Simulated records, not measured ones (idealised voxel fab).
Process module in this document: voxel gate over fins
The width of the displayed cross-section, cut, is 245 nm; its cells are square, with a size of 5 nm.
Heads up, the way a cross-section reads in here is a grid of square cells, handed over as bands from the top down, with every band being one or more rows of cells.
This entry defines a band. It first specifies the height of the band's top and the height of its bottom in nm, and then specifies the band's materials from left to right, stating each material with its width in nm. The word "edge to edge" identifies a single material that fills the band from edge to edge, while the word "empty" identifies empty space.
Height 0 is the level under which the wafer as received is all one material. The lowest band goes on downwards, as in "0..down".
Read "30 to 40" as a graded width: first number on top, second number at the bottom, same change between each pair of neighbouring rows.
The cross-section has no changed cell in any step marked "all unchanged".
What "closed voids" gives you is every empty space of 8 cells or more that is cut off from the top. Each appears as width x height at distance, with the distance taken from the left edge and width, height and distance all in nm.
The remark found on a step's line after its settings is issued by the simulator itself and pertains to that step.
"overlay nm" denotes, for a step that has a mask, the displacement of the mask to the right of its planned place, with negative values corresponding to the left.

The steps planned for the process are as follows
- 1: op RECEIVE | material Si
- 2: op CONFORMAL_DEP | material SiN | thk nm 5
- 3: op PATTERN | tone cover | mask id FINS | material resist | width nm 15 | pitch nm 35 | thk nm 15 | overlay nm 0
- 4: op DIRECTIONAL_ETCH | etch materials SiN | depth nm 5
- 5: op DIRECTIONAL_ETCH | etch materials Si | depth nm 40
- 6: op STRIP | etch materials resist
- 7: op FILL_DEP | material SiO2 | thk nm 10
- 8: op CMP | height nm 5
- 9: op SELECTIVE_ETCH | etch materials SiO2 | depth nm 15
- 10: op STRIP | etch materials SiN
- 11: op CONFORMAL_DEP | material HfO2 | thk nm 5
- 12: op CONFORMAL_DEP | material TiN | thk nm 5
- 13: op FILL_DEP | material W | thk nm 15
- 14: op CMP | height nm 20
- 15: op CONFORMAL_DEP | material SiCN | thk nm 5

The following pertains to the first of two wafers, which was processed as planned

Wafer as received: cross-section following step 1
- 0..down: Si edge to edge
- closed voids: none

Step 2 done - wafer cross-section
- 5..0: SiN edge to edge
- Rest of section, below 0: as before.

Step 3 done - wafer cross-section
- 20..5: 60 empty, then 15 resist, then 20 empty, then 15 resist, then 20 empty, then 15 resist, then 20 empty, then 15 resist, then 65 empty
- Rest of section, below 5: as before.

Step 4 done - wafer cross-section
- 20..5: 60 empty, then 15 resist, then 20 empty, then 15 resist, then 20 empty, then 15 resist, then 20 empty, then 15 resist, then 65 empty
- 5..0: 60 empty, then 15 SiN, then 20 empty, then 15 SiN, then 20 empty, then 15 SiN, then 20 empty, then 15 SiN, then 65 empty
- Rest of section, below 0: as before.

Step 5 done - wafer cross-section
- 20..5: 60 empty, then 15 resist, then 20 empty, then 15 resist, then 20 empty, then 15 resist, then 20 empty, then 15 resist, then 65 empty
- 5..0: 60 empty, then 15 SiN, then 20 empty, then 15 SiN, then 20 empty, then 15 SiN, then 20 empty, then 15 SiN, then 65 empty
- 0..-40: 60 empty, then 15 Si, then 20 empty, then 15 Si, then 20 empty, then 15 Si, then 20 empty, then 15 Si, then 65 empty
- Rest of section, below -40: as before.

Step 6 done - wafer cross-section
- 5..0: 60 empty, then 15 SiN, then 20 empty, then 15 SiN, then 20 empty, then 15 SiN, then 20 empty, then 15 SiN, then 65 empty
- Rest of section, below 0: as before.

Step 7 done - wafer cross-section
- 15..5: SiO2 edge to edge
- 5..0: 60 SiO2, then 15 SiN, then 20 SiO2, then 15 SiN, then 20 SiO2, then 15 SiN, then 20 SiO2, then 15 SiN, then 65 SiO2
- 0..-40: 60 SiO2, then 15 Si, then 20 SiO2, then 15 Si, then 20 SiO2, then 15 Si, then 20 SiO2, then 15 Si, then 65 SiO2
- Rest of section, below -40: as before.

Step 8 done - wafer cross-section
- 5..0: 60 SiO2, then 15 SiN, then 20 SiO2, then 15 SiN, then 20 SiO2, then 15 SiN, then 20 SiO2, then 15 SiN, then 65 SiO2
- Rest of section, below 0: as before.

Step 9 done - wafer cross-section
- 5..0: 60 empty, then 15 SiN, then 20 empty, then 15 SiN, then 20 empty, then 15 SiN, then 20 empty, then 15 SiN, then 65 empty
- 0..-10: 60 empty, then 15 Si, then 20 empty, then 15 Si, then 20 empty, then 15 Si, then 20 empty, then 15 Si, then 65 empty
- Rest of section, below -10: as before.

Step 10 done - wafer cross-section
- 0..-10: 60 empty, then 15 Si, then 20 empty, then 15 Si, then 20 empty, then 15 Si, then 20 empty, then 15 Si, then 65 empty
- Rest of section, below -10: as before.

Step 11 done - wafer cross-section
- 5..0: 55 empty, then 25 HfO2, then 10 empty, then 25 HfO2, then 10 empty, then 25 HfO2, then 10 empty, then 25 HfO2, then 60 empty
- 0..-5: 55 empty, then 5 HfO2, then 15 Si, then 5 HfO2, then 10 empty, then 5 HfO2, then 15 Si, then 5 HfO2, then 10 empty, then 5 HfO2, then 15 Si, then 5 HfO2, then 10 empty, then 5 HfO2, then 15 Si, then 5 HfO2, then 60 empty
- -5..-10: 60 HfO2, then 15 Si, then 20 HfO2, then 15 Si, then 20 HfO2, then 15 Si, then 20 HfO2, then 15 Si, then 65 HfO2
- Rest of section, below -10: as before.

Step 12 done - wafer cross-section
- 10..5: 50 empty, then 140 TiN, then 55 empty
- 5..0: 50 empty, then 5 TiN, then 25 HfO2, then 10 TiN, then 25 HfO2, then 10 TiN, then 25 HfO2, then 10 TiN, then 25 HfO2, then 5 TiN, then 55 empty
- 0..-5: 55 TiN, then 5 HfO2, then 15 Si, then 5 HfO2, then 10 TiN, then 5 HfO2, then 15 Si, then 5 HfO2, then 10 TiN, then 5 HfO2, then 15 Si, then 5 HfO2, then 10 TiN, then 5 HfO2, then 15 Si, then 5 HfO2, then 60 TiN
- Rest of section, below -5: as before.

Step 13 done - wafer cross-section
- 25..10: W edge to edge
- 10..5: 50 W, then 140 TiN, then 55 W
- 5..0: 50 W, then 5 TiN, then 25 HfO2, then 10 TiN, then 25 HfO2, then 10 TiN, then 25 HfO2, then 10 TiN, then 25 HfO2, then 5 TiN, then 55 W
- Rest of section, below 0: as before.

Step 14 done - wafer cross-section
- 20..10: W edge to edge
- Rest of section, below 10: as before.

Step 15 done - wafer cross-section
- 25..20: SiCN edge to edge
- Rest of section, below 20: as before.

Companion wafer, the second of two: same beginning, same intended sequence, one mistake in carrying it out; through step 10 inclusive it tracks the first exactly

Second wafer, cross-section, planned end of step 11: all unchanged

Second wafer, cross-section, planned end of step 12
- 5..0: 55 empty, then 25 TiN, then 10 empty, then 25 TiN, then 10 empty, then 25 TiN, then 10 empty, then 25 TiN, then 60 empty
- 0..-5: 55 empty, then 5 TiN, then 15 Si, then 5 TiN, then 10 empty, then 5 TiN, then 15 Si, then 5 TiN, then 10 empty, then 5 TiN, then 15 Si, then 5 TiN, then 10 empty, then 5 TiN, then 15 Si, then 5 TiN, then 60 empty
- -5..-10: 60 TiN, then 15 Si, then 20 TiN, then 15 Si, then 20 TiN, then 15 Si, then 20 TiN, then 15 Si, then 65 TiN
- Rest of section, below -10: as before.

Second wafer, cross-section, planned end of step 13
- 20..5: W edge to edge
- 5..0: 55 W, then 25 TiN, then 10 W, then 25 TiN, then 10 W, then 25 TiN, then 10 W, then 25 TiN, then 60 W
- 0..-5: 55 W, then 5 TiN, then 15 Si, then 5 TiN, then 10 W, then 5 TiN, then 15 Si, then 5 TiN, then 10 W, then 5 TiN, then 15 Si, then 5 TiN, then 10 W, then 5 TiN, then 15 Si, then 5 TiN, then 60 W
- Rest of section, below -5: as before.

Second wafer, cross-section, planned end of step 14: all unchanged

Second wafer, cross-section, planned end of step 15
- 25..20: SiCN edge to edge
- Rest of section, below 20: as before.
Nonconformance to the process plan: step 11 of the plan was excluded from execution and never run
End check, counted in cells, second wafer has more or fewer of these materials than the first: HfO2 -65, W +65
